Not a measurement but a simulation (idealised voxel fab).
process module | voxel double patterning
cross-section cut | 175 nm wide | cells 5 nm
A cross-section is a grid of square cells, given in bands from the top down. A band is one or more rows of cells.
Each band's line starts with the height of the band's top and of its bottom, in nm. Then come its materials from left to right, each with its width in nm. One material with "throughout" fills the band from edge to edge. "air" is empty space.
Height 0 is the level under which the wafer as received is all one material. The lowest band goes on downwards, as in "0 down".
A width such as "30 to 40" changes by the same amount from each row of cells to the next, from the band's top row to its bottom row.
"no change" after a step means that no cell of the cross-section changed.
closed voids: empty space of 8 cells or more with no open way to the top, each as width x height at its distance from the left edge, in nm
after a step's settings: what the simulator itself notes on the step
overlay nm, on a step with a mask: how far to the right of its planned place the mask lay; to the left if negative
plan
1 op RECEIVE | material Si
2 op CONFORMAL_DEP | material SiO2 | thk nm 10
3 op DIRECTIONAL_DEP | material W | thk nm 10
4 op DIRECTIONAL_DEP | material SiCN | thk nm 5
5 op DIRECTIONAL_DEP | material aC | thk nm 10
6 op PATTERN | tone open | mask id FIRST | material resist | width nm 15 | pitch nm 50 | thk nm 25 | overlay nm 0
7 op DIRECTIONAL_ETCH | etch materials aC | depth nm 10
8 op STRIP | etch materials resist
9 op DIRECTIONAL_ETCH | etch materials SiCN | depth nm 5
10 op STRIP | etch materials aC
11 op PATTERN | tone open | mask id SECOND | material resist | width nm 15 | pitch nm 50 | thk nm 15 | overlay nm 0
12 op DIRECTIONAL_ETCH | etch materials SiCN | depth nm 5
13 op STRIP | etch materials resist
14 op DIRECTIONAL_ETCH | etch materials W | depth nm 10
15 op STRIP | etch materials SiCN
first wafer, as planned
as received, after step 1
  0 down: Si throughout
  closed voids: none
after step 2
  10 to 0: SiO2 throughout
  below 0: unchanged
after step 3
  20 to 10: W throughout
  below 10: unchanged
after step 4
  25 to 20: SiCN throughout
  below 20: unchanged
after step 5
  35 to 25: aC throughout
  below 25: unchanged
after step 6
  60 to 35: resist 30 | air 15 | resist 35 | air 15 | resist 35 | air 15 | resist 30
  below 35: unchanged
after step 7
  50 to 35: resist 30 | air 15 | resist 35 | air 15 | resist 35 | air 15 | resist 30
  35 to 25: aC 30 | air 15 | aC 35 | air 15 | aC 35 | air 15 | aC 30
  below 25: unchanged
after step 8
  35 to 25: aC 30 | air 15 | aC 35 | air 15 | aC 35 | air 15 | aC 30
  below 25: unchanged
after step 9
  35 to 25: aC 30 | air 15 | aC 35 | air 15 | aC 35 | air 15 | aC 30
  25 to 20: SiCN 30 | air 15 | SiCN 35 | air 15 | SiCN 35 | air 15 | SiCN 30
  below 20: unchanged
after step 10
  25 to 20: SiCN 30 | air 15 | SiCN 35 | air 15 | SiCN 35 | air 15 | SiCN 30
  below 20: unchanged
after step 11
  40 to 25: resist 55 | air 15 | resist 35 | air 15 | resist 55
  25 to 20: SiCN 30 | resist 15 | SiCN 35 | resist 15 | SiCN 35 | resist 15 | SiCN 30
  below 20: unchanged
after step 12
  40 to 25: resist 55 | air 15 | resist 35 | air 15 | resist 55
  25 to 20: SiCN 30 | resist 15 | SiCN 10 | air 15 | SiCN 10 | resist 15 | SiCN 10 | air 15 | SiCN 10 | resist 15 | SiCN 30
  below 20: unchanged
after step 13
  25 to 20: SiCN 30 | air 15 | SiCN 10 | air 15 | SiCN 10 | air 15 | SiCN 10 | air 15 | SiCN 10 | air 15 | SiCN 30
  below 20: unchanged
after step 14
  25 to 20: SiCN 30 | air 15 | SiCN 10 | air 15 | SiCN 10 | air 15 | SiCN 10 | air 15 | SiCN 10 | air 15 | SiCN 30
  20 to 10: W 30 | air 15 | W 10 | air 15 | W 10 | air 15 | W 10 | air 15 | W 10 | air 15 | W 30
  below 10: unchanged
after step 15
  20 to 10: W 30 | air 15 | W 10 | air 15 | W 10 | air 15 | W 10 | air 15 | W 10 | air 15 | W 30
  below 10: unchanged
second wafer: like start, like plan, one mistake. Through step 10 it matches the first wafer
when step 11 should have ended
  40 to 25: air 55 | resist 15 | air 35 | resist 15 | air 55
  below 25: unchanged
when step 12 should have ended
  40 to 25: air 55 | resist 15 | air 35 | resist 15 | air 55
  25 to 20: air 55 | SiCN 15 | air 35 | SiCN 15 | air 55
  below 20: unchanged
when step 13 should have ended
  25 to 20: air 55 | SiCN 15 | air 35 | SiCN 15 | air 55
  below 20: unchanged
when step 14 should have ended
  25 to 20: air 55 | SiCN 15 | air 35 | SiCN 15 | air 55
  20 to 10: air 55 | W 15 | air 35 | W 15 | air 55
  below 10: unchanged
when step 15 should have ended
  20 to 10: air 55 | W 15 | air 35 | W 15 | air 55
  below 10: unchanged
what went wrong: step 11 ran as: op PATTERN | tone cover | mask id SECOND | material resist | width nm 15 | pitch nm 50 | thk nm 15 | overlay nm 0
at the end the second wafer has, in cells: 28 fewer of W
